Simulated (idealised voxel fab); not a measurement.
You're looking at the process module voxel self aligned contacts.
The figure presents cross-section cut, which has a width of 270 nm and is divided into square cells with an edge length of 5 nm.
We lay out every cross-section as a grid of square cells and spell it out in bands from the top down, where one band means one or more rows of cells.
For a band, the entry starts with two heights in nm, that of the top and then that of the bottom, and carries on with the band's materials in order from left to right, each alongside its width in nm; the word "throughout" beside a single material means it fills the band edge to edge, and "air" means empty space.
The reference from which all heights are counted is 0, the level beneath which the as-received wafer is entirely one material; the lowest band, having no lower bound, proceeds downward and is written after the example "0 nm and below".
A width such as "30->40" changes by the same amount from each row of cells to the next, from the band's top row to its bottom row.
The cross-section has no changed cell in any step marked "everything unchanged".
"Closed-off voids" lists enclosed empty spaces (at least 8 cells, no open path upward to the top), each as width x height at distance from the left edge, in nm.
What comes after the settings on a step's line is commentary from the simulator itself on that step.
"overlay nm", when on a step's line for a step with a mask, measures how far to the right of its planned place the mask lay; a negative measure means to the left.
PLANNED STEP LIST FOR THE PROCESS
1: RECEIVE | material Si
2: OXIDIZE | depth nm 5
3: DIRECTIONAL_DEP | material polySi | thk nm 25
4: DIRECTIONAL_DEP | material SiN | thk nm 20
5: PATTERN | tone cover | mask id GATE | material resist | width nm 25 | pitch nm 70 | thk nm 20 | overlay nm -15
6: DIRECTIONAL_ETCH | etch materials SiN | depth nm 20
7: DIRECTIONAL_ETCH | etch materials polySi | depth nm 25
8: STRIP | etch materials resist
9: CONFORMAL_DEP | material SiN | thk nm 10
10: DIRECTIONAL_ETCH | etch materials SiN | depth nm 10
11: FILL_DEP | material SiO2 | thk nm 10
12: CMP | height nm 50
13: PATTERN | tone open | mask id CONTACT | material resist | width nm 55 | pitch nm 70 | thk nm 15 | overlay nm 0
14: DIRECTIONAL_ETCH | etch materials SiO2 | depth nm 55
15: STRIP | etch materials resist
16: CONFORMAL_DEP | material TiN | thk nm 5
17: FILL_DEP | material W | thk nm 10
18: CMP | height nm 50
19: CONFORMAL_DEP | material SiN | thk nm 5
Quick note for whoever runs this: the wafers start identical, but the overlay nm at step 5 isn't the same across them. The plan just shows what the first wafer had.
FIRST OF SEVERAL WAFERS (AS RECEIVED, POST STEP 1), CROSS-SECTIONAL VIEW
> 0 nm and below  Si throughout
> Closed-off voids: none
MODULE FINISHED, LAST STEP 19 DONE: CROSS-SECTION OF THE FIRST OF SEVERAL WAFERS
> 55 nm to 50 nm  SiN throughout
> 50 nm to 45 nm  70 SiO2 / 5 TiN / 15 W / 35 TiN / 15 SiO2 / 5 TiN / 15 W / 35 TiN / 75 SiO2
> 45 nm to 25 nm  25 SiO2 / 45 SiN / 5 TiN / 15 W / 5 TiN / 45 SiN / 5 TiN / 15 W / 5 TiN / 45 SiN / 60 SiO2
> 25 nm to 0 nm  25 SiO2 / 10 SiN / 25 polySi / 10 SiN / 5 TiN / 15 W / 5 TiN / 10 SiN / 25 polySi / 10 SiN / 5 TiN / 15 W / 5 TiN / 10 SiN / 25 polySi / 10 SiN / 60 SiO2
> 0 nm to -5 nm  70 SiO2 / 25 TiN / 45 SiO2 / 25 TiN / 105 SiO2
> -5 nm and below  Si throughout
> Closed-off voids: none
A CROSS-SECTION THROUGH THE LAST WAFER AT THE CLOSE OF THE MODULE
> 55 nm to 50 nm  SiN throughout
> 50 nm to 45 nm  70 SiO2 / 35 TiN / 15 W / 5 TiN / 15 SiO2 / 35 TiN / 15 W / 5 TiN / 75 SiO2
> 45 nm to 25 nm  55 SiO2 / 45 SiN / 5 TiN / 15 W / 5 TiN / 45 SiN / 5 TiN / 15 W / 5 TiN / 45 SiN / 30 SiO2
> 25 nm to 0 nm  55 SiO2 / 10 SiN / 25 polySi / 10 SiN / 5 TiN / 15 W / 5 TiN / 10 SiN / 25 polySi / 10 SiN / 5 TiN / 15 W / 5 TiN / 10 SiN / 25 polySi / 10 SiN / 30 SiO2
> 0 nm to -5 nm  100 SiO2 / 25 TiN / 45 SiO2 / 25 TiN / 75 SiO2
> -5 nm and below  Si throughout
> Closed-off voids: none
HEADS UP, THIS TABLE GOES WAFER BY WAFER. A ROW TELLS YOU, AT THE END OF THE MODULE, HOW MANY CELLS OF EACH MATERIAL THAT WAFER HAS PUT ON (+) OR DROPPED (-) SINCE IT WAS RECEIVED, AND THEN ITS CLOSED VOIDS
overlay nm -15, -54 Si, +222 SiN, +229 SiO2, +62 TiN, +60 W, +75 polySi, Closed-off voids: none
overlay nm -10, -54 Si, +222 SiN, +229 SiO2, +62 TiN, +60 W, +75 polySi, Closed-off voids: none
overlay nm -5, -54 Si, +222 SiN, +229 SiO2, +62 TiN, +60 W, +75 polySi, Closed-off voids: none
overlay nm 0, -54 Si, +222 SiN, +229 SiO2, +62 TiN, +60 W, +75 polySi, Closed-off voids: none
overlay nm 5, -54 Si, +222 SiN, +229 SiO2, +62 TiN, +60 W, +75 polySi, Closed-off voids: none
overlay nm 10, -54 Si, +222 SiN, +229 SiO2, +62 TiN, +60 W, +75 polySi, Closed-off voids: none
overlay nm 15, -54 Si, +222 SiN, +229 SiO2, +62 TiN, +60 W, +75 polySi, Closed-off voids: none
